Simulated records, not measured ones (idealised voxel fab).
voxel self aligned contacts: a process module
FYI the section here is cut, 205 nm wide, cells are 5 nm squares.
A cross-section is a grid of square cells, given in bands from the top down. A band is one or more rows of cells.
Within each band entry, the heights of the top and of the bottom of the band appear first, in that order and in nm; the materials of the band then follow from left to right, each with its corresponding width in nm. The designation "everywhere" on a single material indicates that it fills the band from edge to edge; the designation "empty" indicates empty space.
It should be noted that heights are counted from 0, beneath which the wafer as supplied is of one material throughout, and that the lowest band possesses no lower boundary but continues downward, as written in "0 -> down".
A width given as "30->40" starts at the first number in the band's top row and ends at the second number in its bottom row, shifting by an equal amount at every step from row to row.
The designation "identical to before", where it is given for a processing step, indicates that no cell of the cross-section was altered in the course of that step.
"Closed voids list": empty spaces of 8 cells or more with no open way to the top, each given as width x height at distance, distance from the left edge, all in nm.
Past the settings on a step's line: simulator remark, on that step.
A step's line can hold "overlay nm"; with a mask on that step, the setting says how far right of the planned place the mask lay, while a negative setting says it lay to the left.
Here's what the planned process steps look like
1 RECEIVE: material Si
2 CONFORMAL_DEP: material SiO2, thk nm 5
3 DIRECTIONAL_DEP: material polySi, thk nm 20
4 DIRECTIONAL_DEP: material SiN, thk nm 15
5 MASKED_ETCH: tone cover, mask id GATE, width nm 30, pitch nm 65, etch materials SiN, depth nm 15, overlay nm 0
6 MASKED_ETCH: tone cover, mask id GATE, width nm 30, pitch nm 65, etch materials polySi, depth nm 20, overlay nm 0
7 CONFORMAL_DEP: material SiN, thk nm 5
8 DIRECTIONAL_ETCH: etch materials SiN, depth nm 5
9 FILL_DEP: material SiO2, thk nm 20
10 CMP: height nm 50
11 DIRECTIONAL_DEP: material aC, thk nm 10
12 PATTERN: tone open, mask id CONTACT, material resist, width nm 45, thk nm 25, overlay nm 0
13 DIRECTIONAL_ETCH: etch materials aC, depth nm 10
14 STRIP: etch materials resist
15 DIRECTIONAL_ETCH: etch materials SiO2, depth nm 50
16 STRIP: etch materials aC
17 CONFORMAL_DEP: material TiN, thk nm 5
18 FILL_DEP: material W, thk nm 10
19 CMP: height nm 50
20 CONFORMAL_DEP: material SiN, thk nm 5
Step 1 complete: cross-section of the wafer as received
	0 -> down = Si everywhere
	Closed voids list: none
Module complete - cross-section of the first of two wafers, run according to plan
	55 -> 50 = SiN everywhere
	50 -> 40 = SiO2: 80; TiN: 5->15; W: 35->15; TiN: 5->15; SiO2: 80
	40 -> 25 = SiO2: 50; SiN: 40; TiN: 5; W: 15; TiN: 5; SiN: 40; SiO2: 50
	25 -> 5 = SiO2: 50; SiN: 5; polySi: 30; SiN: 5; TiN: 5; W: 15; TiN: 5; SiN: 5; polySi: 30; SiN: 5; SiO2: 50
	5 -> 0 = SiO2: 90; TiN: 25; SiO2: 90
	0 -> down = Si everywhere
	Closed voids list: none
Module end: cross-section of wafer two of two. Same start and process plan as the first wafer. One mistake during execution
	55 -> 50 = SiN everywhere
	50 -> 40 = SiO2: 75; TiN: 5->20; W: 35->15; TiN: 5->10; SiO2: 85
	40 -> 25 = SiO2: 50; SiN: 40; TiN: 5; W: 15; TiN: 5; SiN: 40; SiO2: 50
	25 -> 5 = SiO2: 50; SiN: 5; polySi: 30; SiN: 5; TiN: 5; W: 15; TiN: 5; SiN: 5; polySi: 30; SiN: 5; SiO2: 50
	5 -> 0 = SiO2: 90; TiN: 25; SiO2: 90
	0 -> down = Si everywhere
	Closed voids list: none
What was the processing mistake? for step 12, the planned setting was not used; the step was instead run as PATTERN: tone open, mask id CONTACT, material resist, width nm 45, thk nm 25, overlay nm -5
Cell counts per material: same on both final wafers. Positions: different.
